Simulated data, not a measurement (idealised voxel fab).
The document below concerns the process module designated voxel double patterning.
Cross-section cut spans 180 nm and uses square cells 5 nm in size.
When this document writes out a cross-section, it uses a grid of square cells and lists it as bands, beginning at the top and moving down, with a band standing for one or more rows of cells.
In this notation a band is specified by the heights of its top and bottom, in that order and in nm, after which its materials appear from left to right, each paired with its width in nm. The word "throughout" attached to a single material means that material fills the band from edge to edge; the word "empty" stands for empty space.
The reference from which all heights are counted is 0, the level beneath which the as-received wafer is entirely one material; the lowest band, having no lower bound, proceeds downward and is written after the example "0 -> down".
The expression "30..40" gives the width at the extremes of the band, the first number at its top row of cells and the second at its bottom row, with the width changing by equal amounts from each row to the next in between.
When a step is marked "everything unchanged", none of the cells in the cross-section changed during that step.
Reported under the label "Voids, fully enclosed" are the empty spaces having no open way to the top and comprising 8 cells or more; the notation for each is width x height at distance, in which the distance is measured from the left edge and all three values are in nm.
On a step's line, text after the settings is the simulator commenting on that step.
"overlay nm" on a masked step: distance the mask lay right of its planned place, negative for left.
THESE ARE THE STEPS WE PLANNED FOR THE PROCESS
- 1: RECEIVE (material Si)
- 2: CONFORMAL_DEP (material SiO2; thk nm 10)
- 3: DIRECTIONAL_DEP (material W; thk nm 20)
- 4: DIRECTIONAL_DEP (material SiN; thk nm 5)
- 5: PATTERN (tone open; mask id FIRST; material resist; width nm 15; pitch nm 50; thk nm 15; overlay nm 0)
- 6: DIRECTIONAL_ETCH (etch materials SiN; depth nm 5)
- 7: STRIP (etch materials resist)
- 8: DIRECTIONAL_DEP (material aC; thk nm 15)
- 9: PATTERN (tone open; mask id SECOND; material resist; width nm 15; pitch nm 50; thk nm 30; overlay nm 0)
- 10: DIRECTIONAL_ETCH (etch materials aC; depth nm 15)
- 11: STRIP (etch materials resist)
- 12: DIRECTIONAL_ETCH (etch materials SiN; depth nm 5)
- 13: STRIP (etch materials aC)
- 14: DIRECTIONAL_ETCH (etch materials W; depth nm 20)
- 15: STRIP (etch materials SiN)
Don't read the plan's width nm for step 5 as applying to every wafer: that's the first wafer's value, and the wafers differ in it, though they all start identical.
THE FIRST OF SEVERAL WAFERS, AS RECEIVED AFTER STEP 1, SEEN IN SECTION
	0 -> down  Si throughout
	Voids, fully enclosed: none
BELOW, A ROW FOR EVERY WAFER. READ IT AS THE END-OF-MODULE PICTURE: FOR EACH MATERIAL THE WAFER SHOWS ITS CELLS GAINED (+) OR LOST (-) SINCE IT WAS RECEIVED, AND THEN ITS CLOSED VOIDS
width nm 15, +72 SiO2, +84 W, Voids, fully enclosed: none
width nm 20, +72 SiO2, +72 W, Voids, fully enclosed: none
width nm 25, +72 SiO2, +60 W, Voids, fully enclosed: none
width nm 30, +72 SiO2, +48 W, Voids, fully enclosed: none
